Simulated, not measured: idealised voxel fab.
process module | voxel self aligned vias
cross-section cut | 265 nm wide | cells 5 nm
A cross-section is a grid of square cells, given in bands from the top down. A band is one or more rows of cells.
Each band's line starts with the height of the band's top and of its bottom, in nm. Then come its materials from left to right, each with its width in nm. One material with "throughout" fills the band from edge to edge. "air" is empty space.
Height 0 is the level under which the wafer as received is all one material. The lowest band goes on downwards, as in "0 down".
A width such as "30 to 40" changes by the same amount from each row of cells to the next, from the band's top row to its bottom row.
"no change" after a step means that no cell of the cross-section changed.
closed voids: empty space of 8 cells or more with no open way to the top, each as width x height at its distance from the left edge, in nm
after a step's settings: what the simulator itself notes on the step
overlay nm, on a step with a mask: how far to the right of its planned place the mask lay; to the left if negative
plan
1 op RECEIVE | material Si
2 op CONFORMAL_DEP | material SiO2 | thk nm 15
3 op CONFORMAL_DEP | material SiCN | thk nm 5
4 op DIRECTIONAL_DEP | material SiO2 | thk nm 30
5 op MASKED_ETCH | tone open | mask id LINES | width nm 15 | pitch nm 60 | etch materials SiO2 | depth nm 30 | overlay nm 0
6 op CONFORMAL_DEP | material TiN | thk nm 5
7 op FILL_DEP | material W | thk nm 5
8 op CMP | height nm 50
9 op SELECTIVE_ETCH | etch materials W Ru TiN | depth nm 10
10 op FILL_DEP | material SiN | thk nm 10
11 op CMP | height nm 50
12 op DIRECTIONAL_DEP | material SiO2 | thk nm 15
13 op MASKED_ETCH | tone open | mask id VIAS | width nm 45 | pitch nm 60 | etch materials SiO2 | depth nm 15 | overlay nm 0
14 op MASKED_ETCH | tone open | mask id VIAS | width nm 45 | pitch nm 60 | etch materials SiN | depth nm 10 | overlay nm 0
15 op CONFORMAL_DEP | material TiN | thk nm 5
16 op FILL_DEP | material Ru | thk nm 5
17 op CMP | height nm 65
18 op CONFORMAL_DEP | material SiCN | thk nm 5
varied across the wafers: width nm of step 5. The plan shows the first wafer's value. All wafers start alike
first wafer as received, after step 1
  0 down: Si throughout
  closed voids: none
first wafer at the end, after step 18
  70 to 65: SiCN throughout
  65 to 55: SiO2 50 | TiN 5 | Ru 35 | TiN 5 | SiO2 15 | TiN 5 | Ru 35 | TiN 5 | SiO2 15 | TiN 5 | Ru 35 | TiN 5 | SiO2 50
  55 to 45: SiO2 50 to 65 | TiN 20 to 5 | Ru 5 | TiN 20 to 5 | SiO2 15 to 45 | TiN 20 to 5 | Ru 5 | TiN 20 to 5 | SiO2 15 to 45 | TiN 20 to 5 | Ru 5 | TiN 20 to 5 | SiO2 50 to 65
  45 to 40: SiO2 65 | TiN 15 | SiO2 45 | TiN 15 | SiO2 45 | TiN 15 | SiO2 65
  40 to 25: SiO2 65 | TiN 5 | W 5 | TiN 5 | SiO2 45 | TiN 5 | W 5 | TiN 5 | SiO2 45 | TiN 5 | W 5 | TiN 5 | SiO2 65
  25 to 20: SiO2 65 | TiN 15 | SiO2 45 | TiN 15 | SiO2 45 | TiN 15 | SiO2 65
  20 to 15: SiCN throughout
  15 to 0: SiO2 throughout
  0 down: Si throughout
  closed voids: none
last wafer at the end
  70 to 65: SiCN throughout
  65 to 55: SiO2 50 | TiN 5 | Ru 35 | TiN 5 | SiO2 15 | TiN 5 | Ru 35 | TiN 5 | SiO2 15 | TiN 5 | Ru 35 | TiN 5 | SiO2 50
  55 to 45: SiO2 50 to 55 | TiN 10 to 5 | Ru 30 | TiN 5 | SiO2 15 to 20 | TiN 10 to 5 | Ru 30 | TiN 5 | SiO2 15 to 20 | TiN 10 to 5 | Ru 30 | TiN 5 | SiO2 50
  45 to 40: SiO2 55 | TiN 40 | SiO2 20 | TiN 40 | SiO2 20 | TiN 40 | SiO2 50
  40 to 25: SiO2 55 | TiN 5 | W 30 | TiN 5 | SiO2 20 | TiN 5 | W 30 | TiN 5 | SiO2 20 | TiN 5 | W 30 | TiN 5 | SiO2 50
  25 to 20: SiO2 55 | TiN 40 | SiO2 20 | TiN 40 | SiO2 20 | TiN 40 | SiO2 50
  20 to 15: SiCN throughout
  15 to 0: SiO2 throughout
  0 down: Si throughout
  closed voids: none
each wafer at the end: cells of each material gained (+) or lost (-) since it was received, then its closed voids
width nm 15 | +48 Ru | +106 SiCN | +501 SiO2 | +78 TiN | +9 W | closed voids: none
width nm 20 | +54 Ru | +106 SiCN | +483 SiO2 | +81 TiN | +18 W | closed voids: none
width nm 25 | +60 Ru | +106 SiCN | +465 SiO2 | +84 TiN | +27 W | closed voids: none
width nm 30 | +66 Ru | +106 SiCN | +447 SiO2 | +87 TiN | +36 W | closed voids: none
width nm 35 | +72 Ru | +106 SiCN | +429 SiO2 | +90 TiN | +45 W | closed voids: none
width nm 40 | +78 Ru | +106 SiCN | +411 SiO2 | +93 TiN | +54 W | closed voids: none
